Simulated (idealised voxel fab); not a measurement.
Documented hereafter: the process module known as voxel capacitor over wiring.
Square cell edge 5 nm, section width 205 nm, ID cut.
Think of the cross-section as a grid of square cells. We describe it in bands, top to bottom, and each band covers one or more rows of those cells.
The band entry comprises the height of the band's top followed by the height of its bottom, expressed in nm, and subsequently the band's materials from left to right, each stated together with its width in nm. Where a single material is marked with the word "edge to edge", that material fills the band from edge to edge. The word "empty" represents empty space.
Where do heights start? At 0: under that level the wafer as delivered is made of one material only. And the lowest band has no floor; it just carries on downward, as in "0..down".
You'd read "30->40" like this: the band's top row of cells is as wide as the first number, its bottom row is as wide as the second, and going down, every row changes width by the same amount as the row before did.
Reading "changes: none" for a step: not a cell of the cross-section changed in it.
"Trapped void list": empty spaces of 8 cells or more with no open way to the top, each given as width x height at distance, distance from the left edge, all in nm.
Read whatever lies past the settings on a step's line as the simulator's own remark about the step.
overlay nm: mask right of planned place by this much (step with mask). Neg. = left.

The steps planned for the process are as follows
1: RECEIVE [material Si]
2: CONFORMAL_DEP [material SiO2] [thk nm 10]
3: DIRECTIONAL_DEP [material TiN] [thk nm 5]
4: DIRECTIONAL_DEP [material Ru] [thk nm 20]
5: DIRECTIONAL_DEP [material aC] [thk nm 10]
6: PATTERN [tone cover] [mask id METAL_1] [material resist] [width nm 30] [pitch nm 90] [thk nm 30] [overlay nm 0]
7: DIRECTIONAL_ETCH [etch materials aC] [depth nm 10]
8: STRIP [etch materials resist]
9: DIRECTIONAL_ETCH [etch materials Ru] [depth nm 20]
10: DIRECTIONAL_ETCH [etch materials TiN] [depth nm 5]
11: STRIP [etch materials aC]
12: FILL_DEP [material lowk] [thk nm 10]
13: CMP [height nm 35]
14: CONFORMAL_DEP [material SiCN] [thk nm 5]
15: DIRECTIONAL_DEP [material lowk] [thk nm 15]
16: DIRECTIONAL_DEP [material aC] [thk nm 10]
17: PATTERN [tone open] [mask id PLUG_1] [material resist] [width nm 15] [thk nm 30] [overlay nm 0]
18: DIRECTIONAL_ETCH [etch materials aC] [depth nm 10]
19: STRIP [etch materials resist]
20: DIRECTIONAL_ETCH [etch materials lowk] [depth nm 15]
21: DIRECTIONAL_ETCH [etch materials SiCN] [depth nm 5]
22: STRIP [etch materials aC]
23: EPI [material Ru] [thk nm 10]
24: EPI [material Ru] [thk nm 10]
25: DIRECTIONAL_DEP [material TiN] [thk nm 10]
26: DIRECTIONAL_DEP [material HfO2] [thk nm 5]
27: DIRECTIONAL_DEP [material TiN] [thk nm 5]
28: DIRECTIONAL_DEP [material aC] [thk nm 10]
29: PATTERN [tone cover] [mask id UPPER_PLATE] [material resist] [width nm 65] [thk nm 30] [overlay nm 0]
30: DIRECTIONAL_ETCH [etch materials aC] [depth nm 10]
31: STRIP [etch materials resist]
32: DIRECTIONAL_ETCH [etch materials TiN] [depth nm 5]
33: DIRECTIONAL_ETCH [etch materials HfO2] [depth nm 5]
34: STRIP [etch materials aC]
35: PATTERN [tone cover] [mask id LOWER_PLATE] [material resist] [width nm 75] [thk nm 20] [overlay nm 0]
36: DIRECTIONAL_ETCH [etch materials TiN] [depth nm 10]
37: STRIP [etch materials resist]
38: FILL_DEP [material SiO2] [thk nm 15]
39: CMP [height nm 85]
40: PATTERN [tone open] [mask id PLUG_2] [material resist] [width nm 15] [thk nm 15] [overlay nm 0]
41: DIRECTIONAL_ETCH [etch materials SiO2] [depth nm 10]
42: STRIP [etch materials resist]
43: CONFORMAL_DEP [material TiN] [thk nm 5]
44: FILL_DEP [material Cu] [thk nm 10]
45: CMP [height nm 85]
46: CONFORMAL_DEP [material SiCN] [thk nm 5]

Cross-sectional view of the wafer in its as-received condition, corresponding to the state after step 1
> 0..down  Si edge to edge
> Trapped void list: none

a wafer at the end: this start, this plan, one mistake
> 90..85  SiCN edge to edge
> 85..80  60 of Cu / 5 of TiN / 15 of SiO2 / 5 of TiN / 120 of Cu
> 80..75  65 of TiN / 15 of SiO2 / 125 of TiN
> 75..70  55 of SiO2 / 65 of TiN / 85 of SiO2
> 70..65  55 of SiO2 / 65 of HfO2 / 85 of SiO2
> 65..55  50 of SiO2 / 75 of TiN / 80 of SiO2
> 55..40  55 of lowk / 15 of Ru / 135 of lowk
> 40..35  55 of SiCN / 15 of Ru / 135 of SiCN
> 35..15  40 of lowk / 30 of Ru / 60 of lowk / 30 of Ru / 45 of lowk
> 15..10  40 of lowk / 30 of TiN / 60 of lowk / 30 of TiN / 45 of lowk
> 10..0  SiO2 edge to edge
> 0..down  Si edge to edge
> Trapped void list: none
Short version of what went wrong: step 40 ran with different settings than intended, the actual operation and settings being PATTERN [tone cover] [mask id PLUG_2] [material resist] [width nm 15] [thk nm 15] [overlay nm 0]
